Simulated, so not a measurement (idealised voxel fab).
The document below concerns the process module designated voxel local oxidation.
Displayed cross-section: cut, width of 240 nm, square cells sized 5 nm.
Cross-section spec: square-cell grid; bands listed top down; each band is one or more rows.
Per band: top height and bottom height in nm, followed by the left-to-right materials and their widths in nm; "throughout" marks a single material spanning edge to edge, "air" marks empty space.
The level at which height equals 0 is the one under which the wafer, as it arrives, is entirely one material. No lower edge exists for the bottom band, which continues downward and is notated as in "0 -> down".
Think of "30->40" as a width that walks from the first number to the second as you go down the band, top row to bottom row, taking equal-sized steps from row to row.
You'll sometimes find "nothing changed" written for a step, and that's the way of saying that nowhere in the cross-section did a cell change during that step.
Empty spaces without an open route to the top, at least 8 cells in extent, make up the entry "Sealed void list"; each is given as width x height at distance, where the distance is measured from the left edge, and all are in nm.
Anything after a step's settings on that line? It's the simulator's own note about the step.
A step line may carry the setting "overlay nm", which, for steps involving a mask, states the distance by which the mask lay to the right of its intended position; negative values denote displacement to the left.

[Below is the list of planned process steps]
1. RECEIVE [material Si]
2. OXIDIZE [depth nm 5]
3. CONFORMAL_DEP [material SiN] [thk nm 15]
4. MASKED_ETCH [tone cover] [mask id ACTIVE] [width nm 115] [etch materials SiN] [depth nm 15] [overlay nm 0]
5. SELECTIVE_ETCH [etch materials SiO2] [depth nm 5]
6. OXIDIZE [depth nm 10]
7. STRIP [etch materials SiN]

[Shown in cross-section is the wafer as received, that is, as it stands after step 1]
0 -> down = Si throughout
Sealed void list: none

[Cross-section taken at module completion on the first of two wafers; processed per the plan]
0 -> -5 = 65 air | 105 SiO2 | 70 air
-5 -> -15 = 75 SiO2 | 85 Si | 80 SiO2
-15 -> down = Si throughout
Sealed void list: none

[Cross-sectional view: second of two wafers, end of module; start and plan identical to the first, one mistake in running]
0 -> -5 = 70 air | 100 SiO2 | 70 air
-5 -> -15 = 80 SiO2 | 80 Si | 80 SiO2
-15 -> down = Si throughout
Sealed void list: none
What was done differently from what was planned? contrary to plan, step 4 was performed as MASKED_ETCH [tone cover] [mask id ACTIVE] [width nm 110] [etch materials SiN] [depth nm 15] [overlay nm 0]
It is noted that, at the conclusion of processing, the second wafer exhibits a higher or lower cell count for certain materials relative to the first: -2 Si | +1 SiO2
